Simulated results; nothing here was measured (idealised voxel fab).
voxel spacer lines: a process module
Each square cell in cross-section cut measures 5 nm, and the section as a whole is 280 nm wide.
Just so we're on the same page, the cross-sections are grids of square cells, and they're listed out in bands top to bottom, each band one or more rows deep.
The entry gives the band's vertical extent as a top height and a bottom height in nm, then its horizontal make-up as materials from left to right, each with a width in nm. "blank" stands for empty space; a single material marked "edge to edge" fills the band edge to edge.
Zero point of the height axis is 0; under it, received wafer = one material. Lowest band: continues down indefinitely, "from 0 down".
Read "30 to 40" as a graded width: first number on top, second number at the bottom, same change between each pair of neighbouring rows.
No cell of the cross-section changed in a step that is given as "changes: none".
Basically, "Closed void listing" tells you about the enclosed voids: empty spaces with no open way to the top, 8 cells or bigger, each written width x height at distance, where distance is from the left edge, all in nm.
Heads up: the bit after the settings on a step's line is the simulator's remark on that step.
Steps that use a mask can have "overlay nm" on their line. It says how far the mask sat to the right of where it was meant to be. Negative means to the left.

Set out below are the planned steps of the process:
1. RECEIVE | material Si
2. CONFORMAL_DEP | material Al2O3 | thk nm 5
3. DIRECTIONAL_DEP | material polySi | thk nm 10
4. DIRECTIONAL_DEP | material aC | thk nm 20
5. PATTERN | tone cover | mask id MANDREL | material resist | width nm 15 | pitch nm 60 | thk nm 30 | overlay nm 0
6. DIRECTIONAL_ETCH | etch materials aC | depth nm 20
7. STRIP | etch materials resist
8. CONFORMAL_DEP | material SiO2 | thk nm 15
9. DIRECTIONAL_ETCH | etch materials SiO2 | depth nm 15
10. STRIP | etch materials aC
11. DIRECTIONAL_ETCH | etch materials polySi | depth nm 10
12. STRIP | etch materials SiO2

First of two wafers, processed according to plan:

Delivered wafer in cross-section: state after step 1:
- from 0 down | Si edge to edge
- Closed void listing: none

Cross-section of the wafer subsequent to step 2:
- from 5 to 0 | Al2O3 edge to edge
- Heights below 0 show no change.

Cross-section of the wafer subsequent to step 3:
- from 15 to 5 | polySi edge to edge
- Heights below 5 show no change.

Cross-section of the wafer subsequent to step 4:
- from 35 to 15 | aC edge to edge
- Heights below 15 show no change.

Cross-section of the wafer subsequent to step 5:
- from 65 to 35 | 70 of blank, then 15 of resist, then 45 of blank, then 15 of resist, then 45 of blank, then 15 of resist, then 75 of blank
- Heights below 35 show no change.

Cross-section of the wafer subsequent to step 6:
- from 45 to 35 | 70 of blank, then 15 of resist, then 45 of blank, then 15 of resist, then 45 of blank, then 15 of resist, then 75 of blank
- from 35 to 15 | 70 of blank, then 15 of aC, then 45 of blank, then 15 of aC, then 45 of blank, then 15 of aC, then 75 of blank
- Heights below 15 show no change.

Cross-section of the wafer subsequent to step 7:
- from 35 to 15 | 70 of blank, then 15 of aC, then 45 of blank, then 15 of aC, then 45 of blank, then 15 of aC, then 75 of blank
- Heights below 15 show no change.

Cross-section of the wafer subsequent to step 8:
- from 50 to 35 | 55 of blank, then 45 of SiO2, then 15 of blank, then 45 of SiO2, then 15 of blank, then 45 of SiO2, then 60 of blank
- from 35 to 30 | 55 of blank, then 15 of SiO2, then 15 of aC, then 15 of SiO2, then 15 of blank, then 15 of SiO2, then 15 of aC, then 15 of SiO2, then 15 of blank, then 15 of SiO2, then 15 of aC, then 15 of SiO2, then 60 of blank
- from 30 to 15 | 70 of SiO2, then 15 of aC, then 45 of SiO2, then 15 of aC, then 45 of SiO2, then 15 of aC, then 75 of SiO2
- Heights below 15 show no change.

Cross-section of the wafer subsequent to step 9:
- from 35 to 15 | 55 of blank, then 15 of SiO2, then 15 of aC, then 15 of SiO2, then 15 of blank, then 15 of SiO2, then 15 of aC, then 15 of SiO2, then 15 of blank, then 15 of SiO2, then 15 of aC, then 15 of SiO2, then 60 of blank
- Heights below 15 show no change.

Cross-section of the wafer subsequent to step 10:
- from 35 to 15 | 55 of blank, then 15 of SiO2, then 15 of blank, then 15 of SiO2, then 15 of blank, then 15 of SiO2, then 15 of blank, then 15 of SiO2, then 15 of blank, then 15 of SiO2, then 15 of blank, then 15 of SiO2, then 60 of blank
- Heights below 15 show no change.

Cross-section of the wafer subsequent to step 11:
- from 35 to 15 | 55 of blank, then 15 of SiO2, then 15 of blank, then 15 of SiO2, then 15 of blank, then 15 of SiO2, then 15 of blank, then 15 of SiO2, then 15 of blank, then 15 of SiO2, then 15 of blank, then 15 of SiO2, then 60 of blank
- from 15 to 5 | 55 of blank, then 15 of polySi, then 15 of blank, then 15 of polySi, then 15 of blank, then 15 of polySi, then 15 of blank, then 15 of polySi, then 15 of blank, then 15 of polySi, then 15 of blank, then 15 of polySi, then 60 of blank
- Heights below 5 show no change.

Cross-section of the wafer subsequent to step 12:
- from 15 to 5 | 55 of blank, then 15 of polySi, then 15 of blank, then 15 of polySi, then 15 of blank, then 15 of polySi, then 15 of blank, then 15 of polySi, then 15 of blank, then 15 of polySi, then 15 of blank, then 15 of polySi, then 60 of blank
- Heights below 5 show no change.

Wafer two: like wafer one in start and plan, but with one mistake in execution; identical up to and including step 4:

Cross-section: second wafer, time at which step 5 was scheduled to end:
- from 65 to 35 | 65 of blank, then 15 of resist, then 45 of blank, then 15 of resist, then 45 of blank, then 15 of resist, then 80 of blank
- Heights below 35 show no change.

Cross-section: second wafer, time at which step 6 was scheduled to end:
- from 45 to 35 | 65 of blank, then 15 of resist, then 45 of blank, then 15 of resist, then 45 of blank, then 15 of resist, then 80 of blank
- from 35 to 15 | 65 of blank, then 15 of aC, then 45 of blank, then 15 of aC, then 45 of blank, then 15 of aC, then 80 of blank
- Heights below 15 show no change.

Cross-section: second wafer, time at which step 7 was scheduled to end:
- from 35 to 15 | 65 of blank, then 15 of aC, then 45 of blank, then 15 of aC, then 45 of blank, then 15 of aC, then 80 of blank
- Heights below 15 show no change.

Cross-section: second wafer, time at which step 8 was scheduled to end:
- from 50 to 35 | 50 of blank, then 45 of SiO2, then 15 of blank, then 45 of SiO2, then 15 of blank, then 45 of SiO2, then 65 of blank
- from 35 to 30 | 50 of blank, then 15 of SiO2, then 15 of aC, then 15 of SiO2, then 15 of blank, then 15 of SiO2, then 15 of aC, then 15 of SiO2, then 15 of blank, then 15 of SiO2, then 15 of aC, then 15 of SiO2, then 65 of blank
- from 30 to 15 | 65 of SiO2, then 15 of aC, then 45 of SiO2, then 15 of aC, then 45 of SiO2, then 15 of aC, then 80 of SiO2
- Heights below 15 show no change.

Cross-section: second wafer, time at which step 9 was scheduled to end:
- from 35 to 15 | 50 of blank, then 15 of SiO2, then 15 of aC, then 15 of SiO2, then 15 of blank, then 15 of SiO2, then 15 of aC, then 15 of SiO2, then 15 of blank, then 15 of SiO2, then 15 of aC, then 15 of SiO2, then 65 of blank
- Heights below 15 show no change.

Cross-section: second wafer, time at which step 10 was scheduled to end:
- from 35 to 15 | 50 of blank, then 15 of SiO2, then 15 of blank, then 15 of SiO2, then 15 of blank, then 15 of SiO2, then 15 of blank, then 15 of SiO2, then 15 of blank, then 15 of SiO2, then 15 of blank, then 15 of SiO2, then 65 of blank
- Heights below 15 show no change.

Cross-section: second wafer, time at which step 11 was scheduled to end:
- from 35 to 15 | 50 of blank, then 15 of SiO2, then 15 of blank, then 15 of SiO2, then 15 of blank, then 15 of SiO2, then 15 of blank, then 15 of SiO2, then 15 of blank, then 15 of SiO2, then 15 of blank, then 15 of SiO2, then 65 of blank
- from 15 to 5 | 50 of blank, then 15 of polySi, then 15 of blank, then 15 of polySi, then 15 of blank, then 15 of polySi, then 15 of blank, then 15 of polySi, then 15 of blank, then 15 of polySi, then 15 of blank, then 15 of polySi, then 65 of blank
- Heights below 5 show no change.

Cross-section: second wafer, time at which step 12 was scheduled to end:
- from 15 to 5 | 50 of blank, then 15 of polySi, then 15 of blank, then 15 of polySi, then 15 of blank, then 15 of polySi, then 15 of blank, then 15 of polySi, then 15 of blank, then 15 of polySi, then 15 of blank, then 15 of polySi, then 65 of blank
- Heights below 5 show no change.
Run error: step 5 did not happen as planned, as run it was PATTERN | tone cover | mask id MANDREL | material resist | width nm 15 | pitch nm 60 | thk nm 30 | overlay nm -5
Tallied in cells, the final second wafer holds each material in the same quantity as the first, although not at the same places.
